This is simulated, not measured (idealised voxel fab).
Presented below is a process module, voxel gate over fins.
FYI the section here is cut, 240 nm wide, cells are 5 nm squares.
Heads up, the way a cross-section reads in here is a grid of square cells, handed over as bands from the top down, with every band being one or more rows of cells. For a band, the entry starts with two heights in nm, that of the top and then that of the bottom, and carries on with the band's materials in order from left to right, each alongside its width in nm; the word "full width" beside a single material means it fills the band edge to edge, and "air" means empty space. Below 0: as-received wafer, all one material; heights counted from there. Lowest band: no bottom, goes on down, written "0..down". The width entry "30..40" should be interpreted row by row: the top row of cells in the band takes the first number, the bottom row takes the second number, and the change between adjacent rows is uniform throughout. Step note "remained unchanged" = no cross-section cell changed. Enclosed voids (no open way to top), threshold 8 cells or more, entry "Cavities, sealed", notation width x height at distance, distance from left edge, nm. Step line, after settings: the simulator's comment on this step. What "overlay nm" on a step's line means: if the step has a mask, that mask lay this far to the right of its planned place, or, when the value is negative, to the left.
## The planned process steps are enumerated hereunder
step 1: RECEIVE | material Si
step 2: CONFORMAL_DEP | material SiN | thk nm 10
step 3: MASKED_ETCH | tone cover | mask id FINS | width nm 15 | pitch nm 60 | etch materials SiN | depth nm 10 | overlay nm 0
step 4: MASKED_ETCH | tone cover | mask id FINS | width nm 15 | pitch nm 60 | etch materials Si | depth nm 40 | overlay nm 0
step 5: FILL_DEP | material SiO2 | thk nm 15
step 6: CMP | height nm 10
step 7: PATTERN | tone open | mask id RAIL | material resist | width nm 15 | thk nm 15 | overlay nm -15
step 8: DIRECTIONAL_ETCH | etch materials SiO2 | depth nm 45
step 9: STRIP | etch materials resist
step 10: CONFORMAL_DEP | material TiN | thk nm 5
step 11: FILL_DEP | material W | thk nm 5
step 12: CMP | height nm 10
step 13: SELECTIVE_ETCH | etch materials W Ru TiN | depth nm 30
step 14: FILL_DEP | material SiO2 | thk nm 5
step 15: CMP | height nm 10
step 16: SELECTIVE_ETCH | etch materials SiO2 | depth nm 25
step 17: STRIP | etch materials SiN
step 18: CONFORMAL_DEP | material HfO2 | thk nm 5
step 19: CONFORMAL_DEP | material TiN | thk nm 5
step 20: FILL_DEP | material W | thk nm 10
step 21: CMP | height nm 15
step 22: CONFORMAL_DEP | material SiN | thk nm 10
Quick note for whoever runs this: the wafers start identical, but the overlay nm at step 7 isn't the same across them. The plan just shows what the first wafer had.
## The as-received cross-section of the first of several wafers corresponds to the state after step 1
	0..down: Si full width
	Cavities, sealed: none
## The following table contains a row per wafer, in which are reported, at the conclusion of the module, the cells of each material gained (+) or lost (-) since the wafer's receipt, with its closed voids given thereafter
overlay nm -15, +60 HfO2, -336 Si, +96 SiN, +201 SiO2, +67 TiN, +152 W, Cavities, sealed: none
overlay nm -10, +60 HfO2, -336 Si, +96 SiN, +201 SiO2, +67 TiN, +152 W, Cavities, sealed: none
overlay nm -5, +60 HfO2, -336 Si, +96 SiN, +201 SiO2, +67 TiN, +152 W, Cavities, sealed: none
overlay nm 0, +60 HfO2, -336 Si, +96 SiN, +201 SiO2, +67 TiN, +152 W, Cavities, sealed: none
overlay nm 5, +60 HfO2, -336 Si, +96 SiN, +201 SiO2, +67 TiN, +152 W, Cavities, sealed: none
overlay nm 10, +60 HfO2, -336 Si, +96 SiN, +201 SiO2, +67 TiN, +152 W, Cavities, sealed: none
overlay nm 15, +60 HfO2, -336 Si, +96 SiN, +201 SiO2, +67 TiN, +152 W, Cavities, sealed: none
